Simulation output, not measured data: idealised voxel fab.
Herein follows the process module entitled voxel transistor to metal.
Displayed cross-section: cut, width of 275 nm, square cells sized 5 nm.
Reading order for cross-sections: top band down to bottom band. Underlying form: a grid of square cells. Band size: one or more rows of cells. Within each band entry, the heights of the top and of the bottom of the band appear first, in that order and in nm; the materials of the band then follow from left to right, each with its corresponding width in nm. The designation "full width" on a single material indicates that it fills the band from edge to edge; the designation "empty" indicates empty space. Heights are reckoned from 0. Under this level, the received wafer is all of one material. The bottommost band is open-ended downward, for example "0 down". With a width like "30->40", each row of cells in the band differs from the next by the same amount, the top row carrying the first number and the bottom row the second. Any step labelled "same as before" changed none of the cells in the cross-section. "Enclosed void inventory" lists enclosed empty spaces (at least 8 cells, no open path upward to the top), each as width x height at distance from the left edge, in nm. Past the settings on a step's line: simulator remark, on that step. overlay nm: for a step with a mask, the amount by which the mask lay right of where it was planned; a negative amount means left of it.

-- Process steps foreseen in the plan
1 RECEIVE,material Si
2 CONFORMAL_DEP,material SiO2,thk nm 5
3 CONFORMAL_DEP,material SiN,thk nm 10
4 DIRECTIONAL_DEP,material aC,thk nm 10
5 PATTERN,tone cover,mask id ACTIVE,material resist,width nm 105,pitch nm 125,thk nm 30,overlay nm 0
6 DIRECTIONAL_ETCH,etch materials aC,depth nm 10
7 STRIP,etch materials resist
8 DIRECTIONAL_ETCH,etch materials SiN,depth nm 10
9 DIRECTIONAL_ETCH,etch materials SiO2,depth nm 5
10 DIRECTIONAL_ETCH,etch materials Si,depth nm 20
11 STRIP,etch materials aC
12 OXIDIZE,depth nm 5
13 FILL_DEP,material SiO2,thk nm 15
14 CMP,height nm 15
15 SELECTIVE_ETCH,etch materials SiO2,depth nm 10
16 STRIP,etch materials SiN
17 SELECTIVE_ETCH,etch materials SiO2,depth nm 5
18 OXIDIZE,depth nm 5
19 DIRECTIONAL_DEP,material polySi,thk nm 25
20 DIRECTIONAL_DEP,material SiCN,thk nm 15
21 PATTERN,tone cover,mask id GATE,material resist,width nm 25,pitch nm 125,thk nm 15,overlay nm 0
22 DIRECTIONAL_ETCH,etch materials SiCN,depth nm 25
23 DIRECTIONAL_ETCH,etch materials polySi,depth nm 35
24 STRIP,etch materials resist
25 CONFORMAL_DEP,material SiO2,thk nm 5
26 DIRECTIONAL_ETCH,etch materials SiO2,depth nm 5
27 CONFORMAL_DEP,material SiN,thk nm 10
28 DIRECTIONAL_ETCH,etch materials SiN,depth nm 10
29 DIRECTIONAL_ETCH,etch materials SiO2,depth nm 5
30 EPI,material SiGe,thk nm 5
31 FILL_DEP,material SiO2,thk nm 10
32 CMP,height nm 25
33 STRIP,etch materials polySi
34 SELECTIVE_ETCH,etch materials SiO2,depth nm 5
35 CONFORMAL_DEP,material HfO2,thk nm 5
36 CONFORMAL_DEP,material TiN,thk nm 5
37 FILL_DEP,material W,thk nm 5
38 CMP,height nm 20
39 DIRECTIONAL_DEP,material SiO2,thk nm 10
40 MASKED_ETCH,tone open,mask id CONTACT,width nm 15,etch materials SiO2,depth nm 30,overlay nm 0
41 CONFORMAL_DEP,material TiN,thk nm 5
42 FILL_DEP,material Ru,thk nm 5
43 CMP,height nm 30
44 DIRECTIONAL_DEP,material TiN,thk nm 5
45 DIRECTIONAL_DEP,material Ru,thk nm 25
46 PATTERN,tone cover,mask id METAL_1,material resist,width nm 15,thk nm 20,overlay nm 0
47 DIRECTIONAL_ETCH,etch materials Ru,depth nm 25
48 DIRECTIONAL_ETCH,etch materials TiN,depth nm 5
49 STRIP,etch materials resist
50 FILL_DEP,material lowk,thk nm 5
51 CMP,height nm 60
52 CONFORMAL_DEP,material SiN,thk nm 5

-- Wafer at receipt (post step 1), cross-section
> 0 down | Si full width
> Enclosed void inventory: none

-- End-of-module cross-section. Starting structure and process plan as above; one mistake made in running it
> 65 to 60 | SiN full width
> 60 to 35 | lowk=25, Ru=15, lowk=65, Ru=15, lowk=30, Ru=15, lowk=65, Ru=15, lowk=30
> 35 to 30 | lowk=25, TiN=15, lowk=65, TiN=15, lowk=30, TiN=15, lowk=65, TiN=15, lowk=30
> 30 to 20 | SiO2=25, TiN=5, Ru=5, TiN=5, SiO2=65, TiN=5, Ru=5, TiN=5, SiO2=30, TiN=5, Ru=5, TiN=5, SiO2=65, TiN=5, Ru=5, TiN=5, SiO2=30
> 20 to 5 | SiO2=25, TiN=5, Ru=5, TiN=5, SiO2=5, SiN=10, HfO2=5, TiN=5, W=15, TiN=5, HfO2=5, SiN=10, SiO2=5, TiN=5, Ru=5, TiN=5, SiO2=30, TiN=5, Ru=5, TiN=5, SiO2=5, SiN=10, HfO2=5, TiN=5, W=15, TiN=5, HfO2=5, SiN=10, SiO2=5, TiN=5, Ru=5, TiN=5, SiO2=30
> 5 to 0 | SiO2=25, TiN=15, SiO2=5, SiN=10, HfO2=5, TiN=25, HfO2=5, SiN=10, SiO2=5, TiN=15, SiO2=30, TiN=15, SiO2=5, SiN=10, HfO2=5, TiN=25, HfO2=5, SiN=10, SiO2=5, TiN=15, SiO2=30
> 0 to -5 | SiO2=25, SiGe=20, SiO2=10, HfO2=35, SiO2=10, SiGe=20, SiO2=30, SiGe=20, SiO2=10, HfO2=35, SiO2=10, SiGe=20, SiO2=30
> -5 to -25 | SiO2=30, Si=85, SiO2=40, Si=85, SiO2=35
> -25 down | Si full width
> Enclosed void inventory: none
Where did the run depart from the plan? in deviation from the planned setting, step 5 was conducted as PATTERN,tone cover,mask id ACTIVE,material resist,width nm 95,pitch nm 125,thk nm 30,overlay nm 0
